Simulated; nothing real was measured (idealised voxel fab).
process module | voxel air gaps
cross-section cut | 280 nm wide | cells 5 nm
A cross-section is a grid of square cells, given in bands from the top down. A band is one or more rows of cells.
Each band's line starts with the height of the band's top and of its bottom, in nm. Then come its materials from left to right, each with its width in nm. One material with "throughout" fills the band from edge to edge. "air" is empty space.
Height 0 is the level under which the wafer as received is all one material. The lowest band goes on downwards, as in "0 down".
A width such as "30 to 40" changes by the same amount from each row of cells to the next, from the band's top row to its bottom row.
"no change" after a step means that no cell of the cross-section changed.
closed voids: empty space of 8 cells or more with no open way to the top, each as width x height at its distance from the left edge, in nm
after a step's settings: what the simulator itself notes on the step
overlay nm, on a step with a mask: how far to the right of its planned place the mask lay; to the left if negative
plan
1 op RECEIVE | material Si
2 op CONFORMAL_DEP | material SiO2 | thk nm 10
3 op CONFORMAL_DEP | material SiCN | thk nm 5
4 op DIRECTIONAL_DEP | material lowk | thk nm 30
5 op PATTERN | tone open | mask id LINES | material resist | width nm 20 | pitch nm 45 | thk nm 15 | overlay nm 0
6 op DIRECTIONAL_ETCH | etch materials lowk | depth nm 30
7 op STRIP | etch materials resist
8 op CONFORMAL_DEP | material TiN | thk nm 5
9 op FILL_DEP | material Cu | thk nm 5
10 op CMP | height nm 45
11 op EPI | material Ru | thk nm 10
12 op SELECTIVE_ETCH | etch materials lowk | depth nm 40
13 op CONFORMAL_DEP | material SiCN | thk nm 5
as received, after step 1
  0 down: Si throughout
  closed voids: none
a wafer at the end: this start, this plan, one mistake
  60 to 55: air 55 | SiCN 185 | air 40
  55 to 45: air 55 | SiCN 5 | Ru 40 | SiCN 5 | Ru 40 | SiCN 5 | Ru 40 | SiCN 5 | Ru 40 | SiCN 5 | air 40
  45 to 40: air 55 | SiCN 15 | TiN 5 | Cu 10 | TiN 5 | SiCN 25 | TiN 5 | Cu 10 | TiN 5 | SiCN 25 | TiN 5 | Cu 10 | TiN 5 | SiCN 25 | TiN 5 | Cu 10 | TiN 5 | SiCN 15 | air 40
  40 to 20: air 65 | SiCN 5 | TiN 5 | Cu 10 | TiN 5 | SiCN 5 | air 15 | SiCN 5 | TiN 5 | Cu 10 | TiN 5 | SiCN 5 | air 15 | SiCN 5 | TiN 5 | Cu 10 | TiN 5 | SiCN 5 | air 15 | SiCN 5 | TiN 5 | Cu 10 | TiN 5 | SiCN 5 | air 50
  20 to 15: SiCN 70 | TiN 20 | SiCN 25 | TiN 20 | SiCN 25 | TiN 20 | SiCN 25 | TiN 20 | SiCN 55
  15 to 10: SiCN throughout
  10 to 0: SiO2 throughout
  0 down: Si throughout
  closed voids: 15 x 20 at 95; 15 x 20 at 140; 15 x 20 at 185
what went wrong: step 5 ran as: op PATTERN | tone open | mask id LINES | material resist | width nm 20 | pitch nm 45 | thk nm 15 | overlay nm 10
